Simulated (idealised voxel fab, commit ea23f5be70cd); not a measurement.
Process module name: voxel self aligned vias
215 nm wide, 5 nm square cells: that's cross-section cut.
A cross-section is a grid of square cells, given in bands from the top down. A band is one or more rows of cells. Basically the band line says how high the top is and how high the bottom is, in nm, and then what's in it from left to right, every material with its width in nm. Empty space shows up as "air", and if a single material carries "full width" it runs the full band edge to edge. Heights are expressed relative to 0, this being the level below which the as-received wafer comprises one material exclusively. The lowest band is unbounded in the downward direction and is denoted as in "0 nm and below". Note: "30 to 40" means the width goes from the first number (top row of the band) to the second number (bottom row) in equal steps per row of cells. "nothing changed" for a step: no cell of the cross-section changed in that step. What "Enclosed void list" gives you is every empty space of 8 cells or more that is cut off from the top. Each appears as width x height at distance, with the distance taken from the left edge and width, height and distance all in nm. Step line, after settings: the simulator's comment on this step. On any step carrying a mask, the "overlay nm" setting, if present on the step's line, tells how far right of its planned place the mask lay; negative values point to the left.
# The steps planned for the process are as follows
1,RECEIVE with material Si
2,CONFORMAL_DEP with material SiO2, thk nm 10
3,CONFORMAL_DEP with material SiCN, thk nm 5
4,DIRECTIONAL_DEP with material lowk, thk nm 20
5,MASKED_ETCH with tone open, mask id LINES, width nm 30, pitch nm 60, etch materials lowk, depth nm 20, overlay nm 0
6,CONFORMAL_DEP with material TiN, thk nm 5
7,FILL_DEP with material W, thk nm 5
8,CMP with height nm 35
9,SELECTIVE_ETCH with etch materials W Ru TiN, depth nm 10
10,FILL_DEP with material SiN, thk nm 10
11,CMP with height nm 35
12,DIRECTIONAL_DEP with material lowk, thk nm 20
13,PATTERN with tone open, mask id VIAS, material resist, width nm 40, pitch nm 60, thk nm 15, overlay nm 0
14,DIRECTIONAL_ETCH with etch materials lowk, depth nm 20
15,DIRECTIONAL_ETCH with etch materials SiN, depth nm 10
16,STRIP with etch materials resist
17,CONFORMAL_DEP with material TiN, thk nm 5
18,FILL_DEP with material Cu, thk nm 10
19,CMP with height nm 55
20,CONFORMAL_DEP with material SiCN, thk nm 5
# Wafer cross-section on receipt, i.e. after step 1
* 0 nm and below = Si full width
* Enclosed void list: none
# The first of two wafers, cross-sectioned at the end of the module, with the run proceeding as planned
* 60 nm to 55 nm = SiCN full width
* 55 nm to 40 nm = lowk (25), TiN (5), Cu (30), TiN (5), lowk (20), TiN (5), Cu (30), TiN (5), lowk (20), TiN (5), Cu (30), TiN (5), lowk (30)
* 40 nm to 30 nm = lowk (25 to 30), TiN (10 to 5), Cu (20), TiN (10 to 5), lowk (20 to 30), TiN (10 to 5), Cu (20), TiN (10 to 5), lowk (20 to 30), TiN (10 to 5), Cu (20), TiN (10 to 5), lowk (30 to 35)
* 30 nm to 25 nm = lowk (30), TiN (30), lowk (30), TiN (30), lowk (30), TiN (30), lowk (35)
* 25 nm to 20 nm = lowk (30), TiN (5), W (20), TiN (5), lowk (30), TiN (5), W (20), TiN (5), lowk (30), TiN (5), W (20), TiN (5), lowk (35)
* 20 nm to 15 nm = lowk (30), TiN (30), lowk (30), TiN (30), lowk (30), TiN (30), lowk (35)
* 15 nm to 10 nm = SiCN full width
* 10 nm to 0 nm = SiO2 full width
* 0 nm and below = Si full width
* Enclosed void list: none
# Cross-section of the latter of the two wafers at module completion. It had an identical start and an identical plan to the former; in running it, one mistake was made
* 60 nm to 55 nm = SiCN full width
* 55 nm to 35 nm = lowk (25), TiN (5), Cu (30), TiN (5), lowk (20), TiN (5), Cu (30), TiN (5), lowk (20), TiN (5), Cu (30), TiN (5), lowk (30)
* 35 nm to 30 nm = SiN (25), TiN (10), Cu (20), TiN (10), SiN (20), TiN (10), Cu (20), TiN (10), SiN (20), TiN (10), Cu (20), TiN (10), SiN (30)
* 30 nm to 25 nm = lowk (30), TiN (30), lowk (30), TiN (30), lowk (30), TiN (30), lowk (35)
* 25 nm to 15 nm = lowk (30), TiN (5), W (20), TiN (5), lowk (30), TiN (5), W (20), TiN (5), lowk (30), TiN (5), W (20), TiN (5), lowk (35)
* 15 nm to 10 nm = lowk (30), TiN (30), lowk (30), TiN (30), lowk (30), TiN (30), lowk (35)
* 10 nm to 0 nm = SiO2 full width
* 0 nm and below = Si full width
* Enclosed void list: none
What broke from the plan during processing? step 3 of the plan got skipped, so it never ran
Cell-count delta at end, second wafer over first, by material: +6 Cu | -43 SiCN | +19 SiN | +6 TiN | +12 W
